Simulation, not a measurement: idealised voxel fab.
This section sets out a process module, namely voxel capacitor over wiring.
The cross-section on display is named cut; it measures 270 nm wide, and its cells are 5 nm squares.
Cross-sections here: square-cell grids, written as top-down lists of bands, a band being one or more rows of cells.
Top, bottom (nm), then materials left to right with widths (nm); lone material tagged "full width" fills the whole band edge to edge; "empty" = empty space.
Height 0 is the level under which the wafer as received is all one material. The lowest band goes on downwards, as in "from 0 down".
It should be noted that a width expressed as "30 to 40" varies in equal increments from row to row of cells within the band, taking the value of the first number at the top row and that of the second number at the bottom row.
No cell of the cross-section changed in a step that is given as "stayed the same".
"Trapped void list" means: voids of 8 cells or more that are shut off from the top with no open way through. Written width x height at distance, distance from the left edge, in nm.
Anything after a step's settings on that line? It's the simulator's own note about the step.
overlay nm: mask offset rightward from planned place, masked step; negative means leftward offset.
Pairs from here to the end. Each: cross-section before one process step, cross-section after it, the latter only as far down as the lowest band that changed. Under each: the step between, and its settings. Mind that the pairs may be taken from different runs of this module on the same starting wafer; whether a pair continues from the pair above depends on its entry headed "Before the step", and it does only where that entry says so.

BEFORE THE STEP
  from 95 to 85 | empty: 85; TiN: 75; empty: 110
  from 85 to 80 | empty: 85; HfO2: 75; empty: 110
  from 80 to 75 | empty: 80; TiN: 85; empty: 105
  from 75 to 70 | W full width
  from 70 to 65 | TiN: 90; W: 5; TiN: 175
  from 65 to 55 | lowk: 85; TiN: 5; W: 5; TiN: 5; lowk: 170
  from 55 to 50 | SiCN: 85; TiN: 15; SiCN: 170
  from 50 to 45 | SiCN: 75; Ru: 30; SiCN: 60; Ru: 30; SiCN: 75
  from 45 to 20 | SiO2: 80; TiN: 5; Cu: 10; TiN: 5; SiO2: 70; TiN: 5; Cu: 10; TiN: 5; SiO2: 80
  from 20 to 15 | SiCN: 80; TiN: 20; SiCN: 70; TiN: 20; SiCN: 80
  from 15 to 0 | SiO2 full width
  from 0 down | Si full width
  Trapped void list: none

STATE AFTER STEP
  from 115 to 95 | SiO2 full width
  from 95 to 85 | SiO2: 85; TiN: 75; SiO2: 110
  from 85 to 80 | SiO2: 85; HfO2: 75; SiO2: 110
  from 80 to 75 | SiO2: 80; TiN: 85; SiO2: 105
  Everything below 75 is unchanged.
  Trapped void list: none
Between before and after above, the operation and settings are FILL_DEP | material SiO2 | thk nm 20

Before the step: after-step cross-section of the pair just above applies.

STATE AFTER STEP
  from 100 to 95 | SiO2 full width
  Everything below 95 is unchanged.
  Trapped void list: none
Between before and after above, the operation and settings are CMP | height nm 100

Before the step: after-step cross-section of the pair just above applies.

STATE AFTER STEP
  from 100 to 95 | SiO2: 95; empty: 15; SiO2: 160
  Everything below 95 is unchanged.
  Trapped void list: none
Between before and after above, the operation and settings are MASKED_ETCH | tone open | mask id PLUG_2 | width nm 15 | etch materials SiO2 | depth nm 15 | overlay nm 0

Before the step: after-step cross-section of the pair just above applies.

STATE AFTER STEP
  from 105 to 100 | TiN: 100; empty: 5; TiN: 165
  from 100 to 95 | SiO2: 95; TiN: 15; SiO2: 160
  Everything below 95 is unchanged.
  Trapped void list: none
Between before and after above, the operation and settings are CONFORMAL_DEP | material TiN | thk nm 5

Before the step: after-step cross-section of the pair just above applies.

STATE AFTER STEP
  from 115 to 105 | W full width
  from 105 to 100 | TiN: 100; W: 5; TiN: 165
  Everything below 100 is unchanged.
  Trapped void list: none
Between before and after above, the operation and settings are FILL_DEP | material W | thk nm 10

Before the step: after-step cross-section of the pair just above applies.

STATE AFTER STEP
  from 100 to 95 | SiO2: 95; TiN: 15; SiO2: 160
  Everything below 95 is unchanged.
  Trapped void list: none
Between before and after above, the operation and settings are CMP | height nm 100

Before the step: after-step cross-section of the pair just above applies.

STATE AFTER STEP
  from 105 to 100 | SiCN full width
  Everything below 100 is unchanged.
  Trapped void list: none
Between before and after above, the operation and settings are CONFORMAL_DEP | material SiCN | thk nm 5

BEFORE THE STEP
  from 45 to 20 | SiO2 full width
  from 20 to 15 | SiCN full width
  from 15 to 0 | SiO2 full width
  from 0 down | Si full width
  Trapped void list: none

STATE AFTER STEP
  from 45 to 20 | SiO2: 85; empty: 15; SiO2: 75; empty: 15; SiO2: 80
  Everything below 20 is unchanged.
  Trapped void list: none
Between before and after above, the operation and settings are MASKED_ETCH | tone open | mask id METAL_1 | width nm 15 | pitch nm 90 | etch materials SiO2 | depth nm 25 | overlay nm 0

Before the step: after-step cross-section of the pair just above applies.

STATE AFTER STEP
  from 45 to 20 | SiO2: 85; empty: 15; SiO2: 75; empty: 15; SiO2: 80
  from 20 to 15 | SiCN: 85; empty: 15; SiCN: 75; empty: 15; SiCN: 80
  Everything below 15 is unchanged.
  Trapped void list: none
Between before and after above, the operation and settings are MASKED_ETCH | tone open | mask id METAL_1 | width nm 20 | pitch nm 90 | etch materials SiCN | depth nm 5 | overlay nm 0

Before the step: after-step cross-section of the pair just above applies.

STATE AFTER STEP
  from 50 to 45 | TiN: 90; empty: 5; TiN: 85; empty: 5; TiN: 85
  from 45 to 20 | SiO2: 85; TiN: 5; empty: 5; TiN: 5; SiO2: 75; TiN: 5; empty: 5; TiN: 5; SiO2: 80
  from 20 to 15 | SiCN: 85; TiN: 15; SiCN: 75; TiN: 15; SiCN: 80
  Everything below 15 is unchanged.
  Trapped void list: none
Between before and after above, the operation and settings are CONFORMAL_DEP | material TiN | thk nm 5

Before the step: after-step cross-section of the pair just above applies.

STATE AFTER STEP
  from 60 to 50 | Cu full width
  from 50 to 45 | TiN: 90; Cu: 5; TiN: 85; Cu: 5; TiN: 85
  from 45 to 20 | SiO2: 85; TiN: 5; Cu: 5; TiN: 5; SiO2: 75; TiN: 5; Cu: 5; TiN: 5; SiO2: 80
  Everything below 20 is unchanged.
  Trapped void list: none
Between before and after above, the operation and settings are FILL_DEP | material Cu | thk nm 10

Before the step: after-step cross-section of the pair just above applies.

STATE AFTER STEP
  from 45 to 20 | SiO2: 85; TiN: 5; Cu: 5; TiN: 5; SiO2: 75; TiN: 5; Cu: 5; TiN: 5; SiO2: 80
  Everything below 20 is unchanged.
  Trapped void list: none
Between before and after above, the operation and settings are CMP | height nm 45

Before the step: after-step cross-section of the pair just above applies.

STATE AFTER STEP
  from 50 to 45 | empty: 80; Ru: 25; empty: 65; Ru: 25; empty: 75
  Everything below 45 is unchanged.
  Trapped void list: none
Between before and after above, the operation and settings are EPI | material Ru | thk nm 5

Before the step: after-step cross-section of the pair just above applies.

STATE AFTER STEP
  from 55 to 50 | SiCN full width
  from 50 to 45 | SiCN: 80; Ru: 25; SiCN: 65; Ru: 25; SiCN: 75
  Everything below 45 is unchanged.
  Trapped void list: none
Between before and after above, the operation and settings are FILL_DEP | material SiCN | thk nm 5

Before the step: after-step cross-section of the pair just above applies.

STATE AFTER STEP
  from 65 to 55 | lowk full width
  Everything below 55 is unchanged.
  Trapped void list: none
Between before and after above, the operation and settings are DIRECTIONAL_DEP | material lowk | thk nm 10

Before the step: after-step cross-section of the pair just above applies.

STATE AFTER STEP
  from 65 to 55 | lowk: 85; empty: 15; lowk: 170
  Everything below 55 is unchanged.
  Trapped void list: none
Between before and after above, the operation and settings are MASKED_ETCH | tone open | mask id PLUG_1 | width nm 15 | etch materials lowk | depth nm 10 | overlay nm 0

Before the step: after-step cross-section of the pair just above applies.

STATE AFTER STEP
  from 65 to 55 | lowk: 85; empty: 15; lowk: 170
  from 55 to 50 | SiCN: 85; empty: 15; SiCN: 170
  Everything below 50 is unchanged.
  Trapped void list: none
Between before and after above, the operation and settings are MASKED_ETCH | tone open | mask id PLUG_1 | width nm 15 | etch materials SiCN | depth nm 5 | overlay nm 0

Before the step: after-step cross-section of the pair just above applies.

STATE AFTER STEP
  from 70 to 65 | TiN: 90; empty: 5; TiN: 175
  from 65 to 55 | lowk: 85; TiN: 5; empty: 5; TiN: 5; lowk: 170
  from 55 to 50 | SiCN: 85; TiN: 15; SiCN: 170
  Everything below 50 is unchanged.
  Trapped void list: none
Between before and after above, the operation and settings are CONFORMAL_DEP | material TiN | thk nm 5

Before the step: after-step cross-section of the pair just above applies.

STATE AFTER STEP
  from 80 to 70 | W full width
  from 70 to 65 | TiN: 90; W: 5; TiN: 175
  from 65 to 55 | lowk: 85; TiN: 5; W: 5; TiN: 5; lowk: 170
  Everything below 55 is unchanged.
  Trapped void list: none
Between before and after above, the operation and settings are FILL_DEP | material W | thk nm 10

Before the step: after-step cross-section of the pair just above applies.

STATE AFTER STEP
  from 65 to 55 | lowk: 85; TiN: 5; W: 5; TiN: 5; lowk: 170
  Everything below 55 is unchanged.
  Trapped void list: none
Between before and after above, the operation and settings are CMP | height nm 65

Before the step: after-step cross-section of the pair just above applies.

STATE AFTER STEP
  from 70 to 65 | TiN full width
  Everything below 65 is unchanged.
  Trapped void list: none
Between before and after above, the operation and settings are DIRECTIONAL_DEP | material TiN | thk nm 5

Before the step: after-step cross-section of the pair just above applies.

STATE AFTER STEP
  from 75 to 70 | HfO2 full width
  Everything below 70 is unchanged.
  Trapped void list: none
Between before and after above, the operation and settings are DIRECTIONAL_DEP | material HfO2 | thk nm 5

Before the step: after-step cross-section of the pair just above applies.

STATE AFTER STEP
  from 85 to 75 | TiN full width
  Everything below 75 is unchanged.
  Trapped void list: none
Between before and after above, the operation and settings are DIRECTIONAL_DEP | material TiN | thk nm 10

Before the step: after-step cross-section of the pair just above applies.

STATE AFTER STEP
  from 85 to 75 | empty: 85; TiN: 75; empty: 110
  Everything below 75 is unchanged.
  Trapped void list: none
Between before and after above, the operation and settings are MASKED_ETCH | tone cover | mask id UPPER_PLATE | width nm 75 | etch materials TiN | depth nm 10 | overlay nm 0

Before the step: after-step cross-section of the pair just above applies.

STATE AFTER STEP
  from 85 to 75 | empty: 85; TiN: 75; empty: 110
  from 75 to 70 | empty: 85; HfO2: 75; empty: 110
  Everything below 70 is unchanged.
  Trapped void list: none
Between before and after above, the operation and settings are MASKED_ETCH | tone cover | mask id UPPER_PLATE | width nm 75 | etch materials HfO2 | depth nm 5 | overlay nm 0

Before the step: after-step cross-section of the pair just above applies.

STATE AFTER STEP
  from 85 to 75 | empty: 85; TiN: 75; empty: 110
  from 75 to 70 | empty: 85; HfO2: 75; empty: 110
  from 70 to 65 | empty: 80; TiN: 85; empty: 105
  Everything below 65 is unchanged.
  Trapped void list: none
Between before and after above, the operation and settings are MASKED_ETCH | tone cover | mask id LOWER_PLATE | width nm 85 | etch materials TiN | depth nm 5 | overlay nm 0

Before the step: after-step cross-section of the pair just above applies.

STATE AFTER STEP
  from 105 to 85 | SiO2 full width
  from 85 to 75 | SiO2: 85; TiN: 75; SiO2: 110
  from 75 to 70 | SiO2: 85; HfO2: 75; SiO2: 110
  from 70 to 65 | SiO2: 80; TiN: 85; SiO2: 105
  Everything below 65 is unchanged.
  Trapped void list: none
Between before and after above, the operation and settings are FILL_DEP | material SiO2 | thk nm 20

Before the step: after-step cross-section of the pair just above applies.

STATE AFTER STEP
  from 100 to 85 | SiO2 full width
  Everything below 85 is unchanged.
  Trapped void list: none
Between before and after above, the operation and settings are CMP | height nm 100

Before the step: after-step cross-section of the pair just above applies.

STATE AFTER STEP
  from 100 to 85 | SiO2: 95; empty: 15; SiO2: 160
  Everything below 85 is unchanged.
  Trapped void list: none
Between before and after above, the operation and settings are MASKED_ETCH | tone open | mask id PLUG_2 | width nm 15 | etch materials SiO2 | depth nm 15 | overlay nm 0

Before the step: after-step cross-section of the pair just above applies.

STATE AFTER STEP
  from 105 to 100 | TiN: 100; empty: 5; TiN: 165
  from 100 to 90 | SiO2: 95; TiN: 5; empty: 5; TiN: 5; SiO2: 160
  from 90 to 85 | SiO2: 95; TiN: 15; SiO2: 160
  Everything below 85 is unchanged.
  Trapped void list: none
Between before and after above, the operation and settings are CONFORMAL_DEP | material TiN | thk nm 5

Before the step: after-step cross-section of the pair just above applies.

STATE AFTER STEP
  from 115 to 105 | W full width
  from 105 to 100 | TiN: 100; W: 5; TiN: 165
  from 100 to 90 | SiO2: 95; TiN: 5; W: 5; TiN: 5; SiO2: 160
  Everything below 90 is unchanged.
  Trapped void list: none
Between before and after above, the operation and settings are FILL_DEP | material W | thk nm 10

Before the step: after-step cross-section of the pair just above applies.

STATE AFTER STEP
  from 100 to 90 | SiO2: 95; TiN: 5; W: 5; TiN: 5; SiO2: 160
  Everything below 90 is unchanged.
  Trapped void list: none
Between before and after above, the operation and settings are CMP | height nm 100

Before the step: after-step cross-section of the pair just above applies.

STATE AFTER STEP
  from 105 to 100 | SiCN full width
  Everything below 100 is unchanged.
  Trapped void list: none
Between before and after above, the operation and settings are CONFORMAL_DEP | material SiCN | thk nm 5

BEFORE THE STEP
  from 85 to 75 | empty: 85; TiN: 75; empty: 110
  from 75 to 70 | empty: 85; HfO2: 75; empty: 110
  from 70 to 65 | TiN full width
  from 65 to 55 | lowk: 85; TiN: 5; W: 5; TiN: 5; lowk: 170
  from 55 to 50 | SiCN: 85; TiN: 15; SiCN: 170
  from 50 to 45 | SiCN: 75; Ru: 30; SiCN: 60; Ru: 30; SiCN: 75
  from 45 to 20 | SiO2: 80; TiN: 5; Cu: 10; TiN: 5; SiO2: 70; TiN: 5; Cu: 10; TiN: 5; SiO2: 80
  from 20 to 15 | SiCN: 80; TiN: 20; SiCN: 70; TiN: 20; SiCN: 80
  from 15 to 0 | SiO2 full width
  from 0 down | Si full width
  Trapped void list: none

STATE AFTER STEP
  from 85 to 75 | empty: 90 to 85; TiN: 70 to 75; empty: 110
  from 75 to 70 | empty: 85; HfO2: 75; empty: 110
  from 70 to 65 | empty: 85; TiN: 90; empty: 95
  Everything below 65 is unchanged.
  Trapped void list: none
Between before and after above, the operation and settings are MASKED_ETCH | tone cover | mask id LOWER_PLATE | width nm 85 | etch materials TiN | depth nm 5 | overlay nm 10

Before the step: after-step cross-section of the pair just above applies.

STATE AFTER STEP
  from 105 to 85 | SiO2 full width
  from 85 to 75 | SiO2: 90 to 85; TiN: 70 to 75; SiO2: 110
  from 75 to 70 | SiO2: 85; HfO2: 75; SiO2: 110
  from 70 to 65 | SiO2: 85; TiN: 90; SiO2: 95
  Everything below 65 is unchanged.
  Trapped void list: none
Between before and after above, the operation and settings are FILL_DEP | material SiO2 | thk nm 20

Before the step: after-step cross-section of the pair just above applies.

STATE AFTER STEP
  from 100 to 85 | SiO2 full width
  Everything below 85 is unchanged.
  Trapped void list: none
Between before and after above, the operation and settings are CMP | height nm 100

Before the step: after-step cross-section of the pair just above applies.

STATE AFTER STEP
  from 100 to 85 | SiO2: 95; empty: 15; SiO2: 160
  Everything below 85 is unchanged.
  Trapped void list: none
Between before and after above, the operation and settings are MASKED_ETCH | tone open | mask id PLUG_2 | width nm 15 | etch materials SiO2 | depth nm 15 | overlay nm 0

Before the step: after-step cross-section of the pair just above applies.

STATE AFTER STEP
  from 105 to 100 | TiN: 100; empty: 5; TiN: 165
  from 100 to 90 | SiO2: 95; TiN: 5; empty: 5; TiN: 5; SiO2: 160
  from 90 to 80 | SiO2: 95 to 90; TiN: 15 to 70; SiO2: 160 to 110
  Everything below 80 is unchanged.
  Trapped void list: none
Between before and after above, the operation and settings are CONFORMAL_DEP | material TiN | thk nm 5

Before the step: after-step cross-section of the pair just above applies.

STATE AFTER STEP
  from 115 to 105 | W full width
  from 105 to 100 | TiN: 100; W: 5; TiN: 165
  from 100 to 90 | SiO2: 95; TiN: 5; W: 5; TiN: 5; SiO2: 160
  Everything below 90 is unchanged.
  Trapped void list: none
Between before and after above, the operation and settings are FILL_DEP | material W | thk nm 10

Before the step: after-step cross-section of the pair just above applies.

STATE AFTER STEP
  from 100 to 90 | SiO2: 95; TiN: 5; W: 5; TiN: 5; SiO2: 160
  Everything below 90 is unchanged.
  Trapped void list: none
Between before and after above, the operation and settings are CMP | height nm 100

Before the step: after-step cross-section of the pair just above applies.

STATE AFTER STEP
  from 105 to 100 | SiCN full width
  Everything below 100 is unchanged.
  Trapped void list: none
Between before and after above, the operation and settings are CONFORMAL_DEP | material SiCN | thk nm 5

BEFORE THE STEP
  from 70 to 65 | TiN: 90; empty: 5; TiN: 175
  from 65 to 55 | lowk: 85; TiN: 5; empty: 5; TiN: 5; lowk: 170
  from 55 to 50 | SiCN: 85; TiN: 15; SiCN: 170
  from 50 to 45 | SiCN: 75; Ru: 30; SiCN: 60; Ru: 30; SiCN: 75
  from 45 to 20 | SiO2: 80; TiN: 5; Cu: 10; TiN: 5; SiO2: 70; TiN: 5; Cu: 10; TiN: 5; SiO2: 80
  from 20 to 15 | SiCN: 80; TiN: 20; SiCN: 70; TiN: 20; SiCN: 80
  from 15 to 0 | SiO2 full width
  from 0 down | Si full width
  Trapped void list: none

STATE AFTER STEP
  from 80 to 70 | Cu full width
  from 70 to 65 | TiN: 90; Cu: 5; TiN: 175
  from 65 to 55 | lowk: 85; TiN: 5; Cu: 5; TiN: 5; lowk: 170
  Everything below 55 is unchanged.
  Trapped void list: none
Between before and after above, the operation and settings are FILL_DEP | material Cu | thk nm 10

Before the step: after-step cross-section of the pair just above applies.

STATE AFTER STEP
  from 65 to 55 | lowk: 85; TiN: 5; Cu: 5; TiN: 5; lowk: 170
  Everything below 55 is unchanged.
  Trapped void list: none
Between before and after above, the operation and settings are CMP | height nm 65

Before the step: after-step cross-section of the pair just above applies.

STATE AFTER STEP
  from 70 to 65 | TiN full width
  Everything below 65 is unchanged.
  Trapped void list: none
Between before and after above, the operation and settings are DIRECTIONAL_DEP | material TiN | thk nm 5

Before the step: after-step cross-section of the pair just above applies.

STATE AFTER STEP
  from 75 to 70 | HfO2 full width
  Everything below 70 is unchanged.
  Trapped void list: none
Between before and after above, the operation and settings are DIRECTIONAL_DEP | material HfO2 | thk nm 5

Before the step: after-step cross-section of the pair just above applies.

STATE AFTER STEP
  from 85 to 75 | TiN full width
  Everything below 75 is unchanged.
  Trapped void list: none
Between before and after above, the operation and settings are DIRECTIONAL_DEP | material TiN | thk nm 10

Before the step: after-step cross-section of the pair just above applies.

STATE AFTER STEP
  from 85 to 75 | empty: 85; TiN: 75; empty: 110
  Everything below 75 is unchanged.
  Trapped void list: none
Between before and after above, the operation and settings are MASKED_ETCH | tone cover | mask id UPPER_PLATE | width nm 75 | etch materials TiN | depth nm 10 | overlay nm 0

Before the step: after-step cross-section of the pair just above applies.

STATE AFTER STEP
  from 85 to 75 | empty: 85; TiN: 75; empty: 110
  from 75 to 70 | empty: 85; HfO2: 75; empty: 110
  Everything below 70 is unchanged.
  Trapped void list: none
Between before and after above, the operation and settings are MASKED_ETCH | tone cover | mask id UPPER_PLATE | width nm 75 | etch materials HfO2 | depth nm 5 | overlay nm 0

Before the step: after-step cross-section of the pair just above applies.

STATE AFTER STEP
  from 85 to 75 | empty: 85; TiN: 75; empty: 110
  from 75 to 70 | empty: 85; HfO2: 75; empty: 110
  from 70 to 65 | empty: 80; TiN: 85; empty: 105
  Everything below 65 is unchanged.
  Trapped void list: none
Between before and after above, the operation and settings are MASKED_ETCH | tone cover | mask id LOWER_PLATE | width nm 85 | etch materials TiN | depth nm 5 | overlay nm 0

Before the step: after-step cross-section of the pair just above applies.

STATE AFTER STEP
  from 105 to 85 | SiO2 full width
  from 85 to 75 | SiO2: 85; TiN: 75; SiO2: 110
  from 75 to 70 | SiO2: 85; HfO2: 75; SiO2: 110
  from 70 to 65 | SiO2: 80; TiN: 85; SiO2: 105
  Everything below 65 is unchanged.
  Trapped void list: none
Between before and after above, the operation and settings are FILL_DEP | material SiO2 | thk nm 20

Before the step: after-step cross-section of the pair just above applies.

STATE AFTER STEP
  from 100 to 85 | SiO2 full width
  Everything below 85 is unchanged.
  Trapped void list: none
Between before and after above, the operation and settings are CMP | height nm 100

Before the step: after-step cross-section of the pair just above applies.

STATE AFTER STEP
  from 100 to 85 | SiO2: 95; empty: 15; SiO2: 160
  Everything below 85 is unchanged.
  Trapped void list: none
Between before and after above, the operation and settings are MASKED_ETCH | tone open | mask id PLUG_2 | width nm 15 | etch materials SiO2 | depth nm 15 | overlay nm 0

Before the step: after-step cross-section of the pair just above applies.

STATE AFTER STEP
  from 105 to 100 | TiN: 100; empty: 5; TiN: 165
  from 100 to 90 | SiO2: 95; TiN: 5; empty: 5; TiN: 5; SiO2: 160
  from 90 to 85 | SiO2: 95; TiN: 15; SiO2: 160
  Everything below 85 is unchanged.
  Trapped void list: none
Between before and after above, the operation and settings are CONFORMAL_DEP | material TiN | thk nm 5

Before the step: after-step cross-section of the pair just above applies.

STATE AFTER STEP
  from 115 to 105 | W full width
  from 105 to 100 | TiN: 100; W: 5; TiN: 165
  from 100 to 90 | SiO2: 95; TiN: 5; W: 5; TiN: 5; SiO2: 160
  Everything below 90 is unchanged.
  Trapped void list: none
Between before and after above, the operation and settings are FILL_DEP | material W | thk nm 10

Before the step: after-step cross-section of the pair just above applies.

STATE AFTER STEP
  from 100 to 90 | SiO2: 95; TiN: 5; W: 5; TiN: 5; SiO2: 160
  Everything below 90 is unchanged.
  Trapped void list: none
Between before and after above, the operation and settings are CMP | height nm 100

Before the step: after-step cross-section of the pair just above applies.

STATE AFTER STEP
  from 105 to 100 | SiCN full width
  Everything below 100 is unchanged.
  Trapped void list: none
Between before and after above, the operation and settings are CONFORMAL_DEP | material SiCN | thk nm 5

BEFORE THE STEP
  from 100 to 85 | SiO2 full width
  from 85 to 75 | SiO2: 85; TiN: 75; SiO2: 110
  from 75 to 70 | SiO2: 85; HfO2: 75; SiO2: 110
  from 70 to 65 | SiO2: 80; TiN: 85; SiO2: 105
  from 65 to 55 | lowk: 85; TiN: 5; W: 5; TiN: 5; lowk: 170
  from 55 to 50 | SiCN: 85; TiN: 15; SiCN: 170
  from 50 to 45 | SiCN: 75; Ru: 30; SiCN: 60; Ru: 30; SiCN: 75
  from 45 to 20 | SiO2: 80; TiN: 5; Cu: 10; TiN: 5; SiO2: 70; TiN: 5; Cu: 10; TiN: 5; SiO2: 80
  from 20 to 15 | SiCN: 80; TiN: 20; SiCN: 70; TiN: 20; SiCN: 80
  from 15 to 0 | SiO2 full width
  from 0 down | Si full width
  Trapped void list: none

STATE AFTER STEP
  from 100 to 85 | empty: 95; SiO2: 15; empty: 160
  Everything below 85 is unchanged.
  Trapped void list: none
Between before and after above, the operation and settings are MASKED_ETCH | tone cover | mask id PLUG_2 | width nm 15 | etch materials SiO2 | depth nm 15 | overlay nm 0

Before the step: after-step cross-section of the pair just above applies.

STATE AFTER STEP
  from 105 to 100 | empty: 90; TiN: 25; empty: 155
  from 100 to 90 | empty: 90; TiN: 5; SiO2: 15; TiN: 5; empty: 155
  from 90 to 85 | TiN: 95; SiO2: 15; TiN: 160
  Everything below 85 is unchanged.
  Trapped void list: none
Between before and after above, the operation and settings are CONFORMAL_DEP | material TiN | thk nm 5

Before the step: after-step cross-section of the pair just above applies.

STATE AFTER STEP
  from 115 to 105 | W full width
  from 105 to 100 | W: 90; TiN: 25; W: 155
  from 100 to 90 | W: 90; TiN: 5; SiO2: 15; TiN: 5; W: 155
  Everything below 90 is unchanged.
  Trapped void list: none
Between before and after above, the operation and settings are FILL_DEP | material W | thk nm 10

Before the step: after-step cross-section of the pair just above applies.

STATE AFTER STEP
  from 100 to 90 | W: 90; TiN: 5; SiO2: 15; TiN: 5; W: 155
  Everything below 90 is unchanged.
  Trapped void list: none
Between before and after above, the operation and settings are CMP | height nm 100

Before the step: after-step cross-section of the pair just above applies.

STATE AFTER STEP
  from 105 to 100 | SiCN full width
  Everything below 100 is unchanged.
  Trapped void list: none
Between before and after above, the operation and settings are CONFORMAL_DEP | material SiCN | thk nm 5
